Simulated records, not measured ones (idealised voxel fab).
process module | voxel local oxidation
cross-section cut | 175 nm wide | cells 5 nm
A cross-section is a grid of square cells, given in bands from the top down. A band is one or more rows of cells.
Each band's line starts with the height of the band's top and of its bottom, in nm. Then come its materials from left to right, each with its width in nm. One material with "throughout" fills the band from edge to edge. "air" is empty space.
Height 0 is the level under which the wafer as received is all one material. The lowest band goes on downwards, as in "0 down".
A width such as "30 to 40" changes by the same amount from each row of cells to the next, from the band's top row to its bottom row.
"no change" after a step means that no cell of the cross-section changed.
closed voids: empty space of 8 cells or more with no open way to the top, each as width x height at its distance from the left edge, in nm
after a step's settings: what the simulator itself notes on the step
overlay nm, on a step with a mask: how far to the right of its planned place the mask lay; to the left if negative
plan
1 op RECEIVE | material Si
2 op OXIDIZE | depth nm 5
3 op CONFORMAL_DEP | material SiN | thk nm 15
4 op PATTERN | tone cover | mask id ACTIVE | material resist | width nm 105 | thk nm 15 | overlay nm 0
5 op DIRECTIONAL_ETCH | etch materials SiN | depth nm 15
6 op STRIP | etch materials resist
7 op SELECTIVE_ETCH | etch materials SiO2 | depth nm 5
8 op OXIDIZE | depth nm 10
9 op STRIP | etch materials SiN
as received, after step 1
  0 down: Si throughout
  closed voids: none
first wafer at the end, as planned
  0 to -5: air 40 | SiO2 95 | air 40
  -5 to -15: SiO2 50 | Si 75 | SiO2 50
  -15 down: Si throughout
  closed voids: none
second wafer at the end: like start, like plan, one mistake
  15 to 0: air 35 | SiN 105 | air 35
  0 to -5: air 40 | SiO2 95 | air 40
  -5 to -15: SiO2 50 | Si 75 | SiO2 50
  -15 down: Si throughout
  closed voids: none
what went wrong: step 9 was left out
at the end the second wafer has, in cells: 63 more of SiN
